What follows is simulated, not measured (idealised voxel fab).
A process module follows: voxel fin reveal.
It is cross-section cut that appears here, measuring 210 nm in width, its square cells being 5 nm in size.
Cross-section spec: square-cell grid; bands listed top down; each band is one or more rows. A band entry consists of two parts. The first gives the height of the band's top and the height of its bottom, in nm. The rest lists the band's materials from left to right, each with its width in nm. A single material labelled with the word "full width" fills the band from edge to edge, and the word "air" marks empty space. Note: height 0 marks the level under which the wafer is uniformly one material as received. Lowest band unbounded below, written "0 nm and below". Per-row width for "30 to 40": begins at first number (top row of band), ends at second number (bottom row), increment between rows held constant. What does "no change" mean for a step? It means no cell of the cross-section changed in that step. "Cavities, closed" - sealed voids, min. 8 cells, no opening to top; format: width x height at distance (distance from left edge; nm throughout). Post-settings text on a step line: simulator's own remark regarding the step. overlay nm: mask right of planned place by this much (step with mask). Neg. = left.
The planned process steps are enumerated hereunder:
- 1: RECEIVE: material Si
- 2: CONFORMAL_DEP: material SiN, thk nm 5
- 3: PATTERN: tone cover, mask id FINS, material resist, width nm 15, pitch nm 40, thk nm 20, overlay nm 0
- 4: DIRECTIONAL_ETCH: etch materials SiN, depth nm 5
- 5: DIRECTIONAL_ETCH: etch materials Si, depth nm 35
- 6: STRIP: etch materials resist
- 7: FILL_DEP: material SiO2, thk nm 5
- 8: CMP: height nm 5
- 9: SELECTIVE_ETCH: etch materials SiO2, depth nm 30
- 10: STRIP: etch materials SiN
- 11: CONFORMAL_DEP: material HfO2, thk nm 5
Wafer, first of two, run as planned:
Cross-sectional view of the wafer in its as-received condition, corresponding to the state after step 1:
  0 nm and below: Si full width
  Cavities, closed: none
You're looking at a cross-section of the wafer after step 2:
  5 nm to 0 nm: SiN full width
  Whatever lies below 0 is exactly as it was before.
You're looking at a cross-section of the wafer after step 3:
  25 nm to 5 nm: 35 nm air | 15 nm resist | 25 nm air | 15 nm resist | 25 nm air | 15 nm resist | 25 nm air | 15 nm resist | 40 nm air
  Whatever lies below 5 is exactly as it was before.
You're looking at a cross-section of the wafer after step 4:
  25 nm to 5 nm: 35 nm air | 15 nm resist | 25 nm air | 15 nm resist | 25 nm air | 15 nm resist | 25 nm air | 15 nm resist | 40 nm air
  5 nm to 0 nm: 35 nm air | 15 nm SiN | 25 nm air | 15 nm SiN | 25 nm air | 15 nm SiN | 25 nm air | 15 nm SiN | 40 nm air
  Whatever lies below 0 is exactly as it was before.
You're looking at a cross-section of the wafer after step 5:
  25 nm to 5 nm: 35 nm air | 15 nm resist | 25 nm air | 15 nm resist | 25 nm air | 15 nm resist | 25 nm air | 15 nm resist | 40 nm air
  5 nm to 0 nm: 35 nm air | 15 nm SiN | 25 nm air | 15 nm SiN | 25 nm air | 15 nm SiN | 25 nm air | 15 nm SiN | 40 nm air
  0 nm to -35 nm: 35 nm air | 15 nm Si | 25 nm air | 15 nm Si | 25 nm air | 15 nm Si | 25 nm air | 15 nm Si | 40 nm air
  Whatever lies below -35 is exactly as it was before.
You're looking at a cross-section of the wafer after step 6:
  5 nm to 0 nm: 35 nm air | 15 nm SiN | 25 nm air | 15 nm SiN | 25 nm air | 15 nm SiN | 25 nm air | 15 nm SiN | 40 nm air
  Whatever lies below 0 is exactly as it was before.
You're looking at a cross-section of the wafer after step 7:
  10 nm to 5 nm: SiO2 full width
  5 nm to 0 nm: 35 nm SiO2 | 15 nm SiN | 25 nm SiO2 | 15 nm SiN | 25 nm SiO2 | 15 nm SiN | 25 nm SiO2 | 15 nm SiN | 40 nm SiO2
  0 nm to -35 nm: 35 nm SiO2 | 15 nm Si | 25 nm SiO2 | 15 nm Si | 25 nm SiO2 | 15 nm Si | 25 nm SiO2 | 15 nm Si | 40 nm SiO2
  Whatever lies below -35 is exactly as it was before.
You're looking at a cross-section of the wafer after step 8:
  5 nm to 0 nm: 35 nm SiO2 | 15 nm SiN | 25 nm SiO2 | 15 nm SiN | 25 nm SiO2 | 15 nm SiN | 25 nm SiO2 | 15 nm SiN | 40 nm SiO2
  Whatever lies below 0 is exactly as it was before.
You're looking at a cross-section of the wafer after step 9:
  5 nm to 0 nm: 35 nm air | 15 nm SiN | 25 nm air | 15 nm SiN | 25 nm air | 15 nm SiN | 25 nm air | 15 nm SiN | 40 nm air
  0 nm to -25 nm: 35 nm air | 15 nm Si | 25 nm air | 15 nm Si | 25 nm air | 15 nm Si | 25 nm air | 15 nm Si | 40 nm air
  Whatever lies below -25 is exactly as it was before.
You're looking at a cross-section of the wafer after step 10:
  0 nm to -25 nm: 35 nm air | 15 nm Si | 25 nm air | 15 nm Si | 25 nm air | 15 nm Si | 25 nm air | 15 nm Si | 40 nm air
  Whatever lies below -25 is exactly as it was before.
You're looking at a cross-section of the wafer after step 11:
  5 nm to 0 nm: 30 nm air | 25 nm HfO2 | 15 nm air | 25 nm HfO2 | 15 nm air | 25 nm HfO2 | 15 nm air | 25 nm HfO2 | 35 nm air
  0 nm to -20 nm: 30 nm air | 5 nm HfO2 | 15 nm Si | 5 nm HfO2 | 15 nm air | 5 nm HfO2 | 15 nm Si | 5 nm HfO2 | 15 nm air | 5 nm HfO2 | 15 nm Si | 5 nm HfO2 | 15 nm air | 5 nm HfO2 | 15 nm Si | 5 nm HfO2 | 35 nm air
  -20 nm to -25 nm: 35 nm HfO2 | 15 nm Si | 25 nm HfO2 | 15 nm Si | 25 nm HfO2 | 15 nm Si | 25 nm HfO2 | 15 nm Si | 40 nm HfO2
  Whatever lies below -25 is exactly as it was before.
Second wafer, same starting state and plan as the first, one mistake in the run, identical through step 2:
when step 3 should have ended:
  25 nm to 5 nm: 35 nm air | 20 nm resist | 20 nm air | 20 nm resist | 20 nm air | 20 nm resist | 20 nm air | 20 nm resist | 35 nm air
  Whatever lies below 5 is exactly as it was before.
when step 4 should have ended:
  25 nm to 5 nm: 35 nm air | 20 nm resist | 20 nm air | 20 nm resist | 20 nm air | 20 nm resist | 20 nm air | 20 nm resist | 35 nm air
  5 nm to 0 nm: 35 nm air | 20 nm SiN | 20 nm air | 20 nm SiN | 20 nm air | 20 nm SiN | 20 nm air | 20 nm SiN | 35 nm air
  Whatever lies below 0 is exactly as it was before.
when step 5 should have ended:
  25 nm to 5 nm: 35 nm air | 20 nm resist | 20 nm air | 20 nm resist | 20 nm air | 20 nm resist | 20 nm air | 20 nm resist | 35 nm air
  5 nm to 0 nm: 35 nm air | 20 nm SiN | 20 nm air | 20 nm SiN | 20 nm air | 20 nm SiN | 20 nm air | 20 nm SiN | 35 nm air
  0 nm to -35 nm: 35 nm air | 20 nm Si | 20 nm air | 20 nm Si | 20 nm air | 20 nm Si | 20 nm air | 20 nm Si | 35 nm air
  Whatever lies below -35 is exactly as it was before.
when step 6 should have ended:
  5 nm to 0 nm: 35 nm air | 20 nm SiN | 20 nm air | 20 nm SiN | 20 nm air | 20 nm SiN | 20 nm air | 20 nm SiN | 35 nm air
  Whatever lies below 0 is exactly as it was before.
when step 7 should have ended:
  10 nm to 5 nm: SiO2 full width
  5 nm to 0 nm: 35 nm SiO2 | 20 nm SiN | 20 nm SiO2 | 20 nm SiN | 20 nm SiO2 | 20 nm SiN | 20 nm SiO2 | 20 nm SiN | 35 nm SiO2
  0 nm to -35 nm: 35 nm SiO2 | 20 nm Si | 20 nm SiO2 | 20 nm Si | 20 nm SiO2 | 20 nm Si | 20 nm SiO2 | 20 nm Si | 35 nm SiO2
  Whatever lies below -35 is exactly as it was before.
when step 8 should have ended:
  5 nm to 0 nm: 35 nm SiO2 | 20 nm SiN | 20 nm SiO2 | 20 nm SiN | 20 nm SiO2 | 20 nm SiN | 20 nm SiO2 | 20 nm SiN | 35 nm SiO2
  Whatever lies below 0 is exactly as it was before.
when step 9 should have ended:
  5 nm to 0 nm: 35 nm air | 20 nm SiN | 20 nm air | 20 nm SiN | 20 nm air | 20 nm SiN | 20 nm air | 20 nm SiN | 35 nm air
  0 nm to -25 nm: 35 nm air | 20 nm Si | 20 nm air | 20 nm Si | 20 nm air | 20 nm Si | 20 nm air | 20 nm Si | 35 nm air
  Whatever lies below -25 is exactly as it was before.
when step 10 should have ended:
  0 nm to -25 nm: 35 nm air | 20 nm Si | 20 nm air | 20 nm Si | 20 nm air | 20 nm Si | 20 nm air | 20 nm Si | 35 nm air
  Whatever lies below -25 is exactly as it was before.
when step 11 should have ended:
  5 nm to 0 nm: 30 nm air | 30 nm HfO2 | 10 nm air | 30 nm HfO2 | 10 nm air | 30 nm HfO2 | 10 nm air | 30 nm HfO2 | 30 nm air
  0 nm to -20 nm: 30 nm air | 5 nm HfO2 | 20 nm Si | 5 nm HfO2 | 10 nm air | 5 nm HfO2 | 20 nm Si | 5 nm HfO2 | 10 nm air | 5 nm HfO2 | 20 nm Si | 5 nm HfO2 | 10 nm air | 5 nm HfO2 | 20 nm Si | 5 nm HfO2 | 30 nm air
  -20 nm to -25 nm: 35 nm HfO2 | 20 nm Si | 20 nm HfO2 | 20 nm Si | 20 nm HfO2 | 20 nm Si | 20 nm HfO2 | 20 nm Si | 35 nm HfO2
  Whatever lies below -25 is exactly as it was before.
what went wrong: step 3 was not run as planned; what actually ran was PATTERN: tone cover, mask id FINS, material resist, width nm 20, pitch nm 40, thk nm 20, overlay nm 0
Materials where the second wafer ends with more or fewer cells than the first: 28 more of Si, 8 fewer of SiO2
